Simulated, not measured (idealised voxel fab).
This is a process module. Its name is voxel wiring stack.
FYI the section here is cut, 145 nm wide, cells are 5 nm squares.
Cross-section, as written here: a square-cell grid given band by band from the top down, where a band holds one or more rows of cells.
Per band: top height and bottom height in nm, followed by the left-to-right materials and their widths in nm; "everywhere" marks a single material spanning edge to edge, "air" marks empty space.
We count height from 0. Below that, the starting wafer is all one material. The lowest band never ends at the bottom but goes on down; see "0..down" for how that is written.
A width given as "30 to 40" starts at the first number in the band's top row and ends at the second number in its bottom row, shifting by an equal amount at every step from row to row.
For the purposes of this document, the phrase "no alteration" attached to a step denotes that no cell within the cross-section was modified by that step.
"Trapped voids" - sealed voids, min. 8 cells, no opening to top; format: width x height at distance (distance from left edge; nm throughout).
Whatever follows a step's settings on its line is a remark the simulator itself makes about that step.
Each step line may optionally specify "overlay nm", which for a step with a mask gives the rightward distance between the mask's planned place and where it lay, a negative value indicating the leftward direction.
Steps planned for the process:
1,RECEIVE with material Si
2,CONFORMAL_DEP with material SiO2, thk nm 15
3,DIRECTIONAL_DEP with material TiN, thk nm 5
4,DIRECTIONAL_DEP with material W, thk nm 15
5,MASKED_ETCH with tone cover, mask id METAL_1, width nm 20, pitch nm 45, etch materials W, depth nm 15, overlay nm 0
6,MASKED_ETCH with tone cover, mask id METAL_1, width nm 20, pitch nm 45, etch materials TiN, depth nm 5, overlay nm 0
7,FILL_DEP with material lowk, thk nm 5
8,CMP with height nm 35
9,CONFORMAL_DEP with material SiCN, thk nm 5
10,DIRECTIONAL_DEP with material lowk, thk nm 15
11,DIRECTIONAL_DEP with material aC, thk nm 15
12,PATTERN with tone open, mask id PLUG_1, material resist, width nm 15, thk nm 30, overlay nm 0
13,DIRECTIONAL_ETCH with etch materials aC, depth nm 15
14,STRIP with etch materials resist
15,DIRECTIONAL_ETCH with etch materials lowk, depth nm 15
16,DIRECTIONAL_ETCH with etch materials SiCN, depth nm 5
17,STRIP with etch materials aC
18,CONFORMAL_DEP with material TiN, thk nm 5
19,FILL_DEP with material Ru, thk nm 5
20,CMP with height nm 55
21,CONFORMAL_DEP with material SiN, thk nm 5
22,DIRECTIONAL_DEP with material SiO2, thk nm 15
23,PATTERN with tone open, mask id METAL_2, material resist, width nm 15, pitch nm 45, thk nm 20, overlay nm 0
24,DIRECTIONAL_ETCH with etch materials SiO2, depth nm 15
25,DIRECTIONAL_ETCH with etch materials SiN, depth nm 5
26,STRIP with etch materials resist
27,CONFORMAL_DEP with material TiN, thk nm 5
28,FILL_DEP with material Ru, thk nm 10
29,CMP with height nm 75
30,CONFORMAL_DEP with material SiN, thk nm 5
Among the wafers covered here, the point of difference is the width nm at step 23; their starting state is shared, and the plan presents the value of the first wafer.
Cross-section of the first of several wafers as received (after step 1):
* 0..down  Si everywhere
* Trapped voids: none
Below: a row per wafer. Contents at end of module: for every material, cells gained since receipt (+) or lost since receipt (-); then closed voids:
width nm 15 | +9 Ru | +26 SiCN | +52 SiN | +156 SiO2 | +35 TiN | +24 W | +162 lowk | Trapped voids: none
width nm 20 | +15 Ru | +26 SiCN | +50 SiN | +150 SiO2 | +37 TiN | +24 W | +162 lowk | Trapped voids: none
width nm 25 | +21 Ru | +26 SiCN | +48 SiN | +144 SiO2 | +39 TiN | +24 W | +162 lowk | Trapped voids: none
width nm 30 | +27 Ru | +26 SiCN | +46 SiN | +138 SiO2 | +41 TiN | +24 W | +162 lowk | Trapped voids: none
